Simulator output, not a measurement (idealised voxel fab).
The document below concerns the process module designated voxel quadruple lines.
The cross-section shown here is cut; it is 185 nm wide and divided into square cells measuring 5 nm on a side.
The cross-sections in this document take the form of a grid made of square cells. They are written out as bands, in order from top to bottom. Each band consists of one or more rows of cells.
What a band's entry tells you: where the top is and where the bottom is, as heights in nm, and after that what lies inside, material by material from left to right, each with its width in nm. Empty space is written as the word "empty", and a single material marked with the word "everywhere" occupies the band from edge to edge.
Beneath 0, the wafer as received is one material, and that level is where height counting begins. The lowest band goes on downward without a bottom; it is written like "0 -> down".
Per-row width for "30->40": begins at first number (top row of band), ends at second number (bottom row), increment between rows held constant.
Where a step carries "no modifications", the cross-section came out of it unchanged, cell for cell.
What "Closed empty spaces" gives you is every empty space of 8 cells or more that is cut off from the top. Each appears as width x height at distance, with the distance taken from the left edge and width, height and distance all in nm.
What comes after the settings on a step's line is commentary from the simulator itself on that step.
When a step includes a mask, the "overlay nm" setting on its line states how far to the right of its planned place that mask lay, and negative values state how far to the left.
## These are the steps we planned for the process
1 RECEIVE: material Si
2 CONFORMAL_DEP: material SiO2, thk nm 5
3 DIRECTIONAL_DEP: material W, thk nm 10
4 DIRECTIONAL_DEP: material polySi, thk nm 20
5 DIRECTIONAL_DEP: material aC, thk nm 25
6 PATTERN: tone cover, mask id MANDREL, material resist, width nm 35, thk nm 35, overlay nm 0
7 DIRECTIONAL_ETCH: etch materials aC, depth nm 25
8 STRIP: etch materials resist
9 CONFORMAL_DEP: material SiO2, thk nm 15
10 DIRECTIONAL_ETCH: etch materials SiO2, depth nm 15
11 STRIP: etch materials aC
12 DIRECTIONAL_ETCH: etch materials polySi, depth nm 20
13 STRIP: etch materials SiO2
14 CONFORMAL_DEP: material SiN, thk nm 10
15 DIRECTIONAL_ETCH: etch materials SiN, depth nm 10
16 STRIP: etch materials polySi
17 DIRECTIONAL_ETCH: etch materials W, depth nm 10
18 STRIP: etch materials SiN
19 FILL_DEP: material SiO2, thk nm 5
20 CMP: height nm 15
## Cross-section of the wafer at receipt, which is the condition after step 1
0 -> down  Si everywhere
Closed empty spaces: none
## Result of the module, cross-sectioned: start per above, plan per above, one error in how it was run
15 -> 5  SiO2 55 nm | W 5 nm | SiO2 15 nm | W 5 nm | SiO2 25 nm | W 5 nm | SiO2 15 nm | W 5 nm | SiO2 55 nm
5 -> 0  SiO2 everywhere
0 -> down  Si everywhere
Closed empty spaces: none
Want to know what went wrong? step 14: run off-plan, actual operation and settings CONFORMAL_DEP: material SiN, thk nm 5
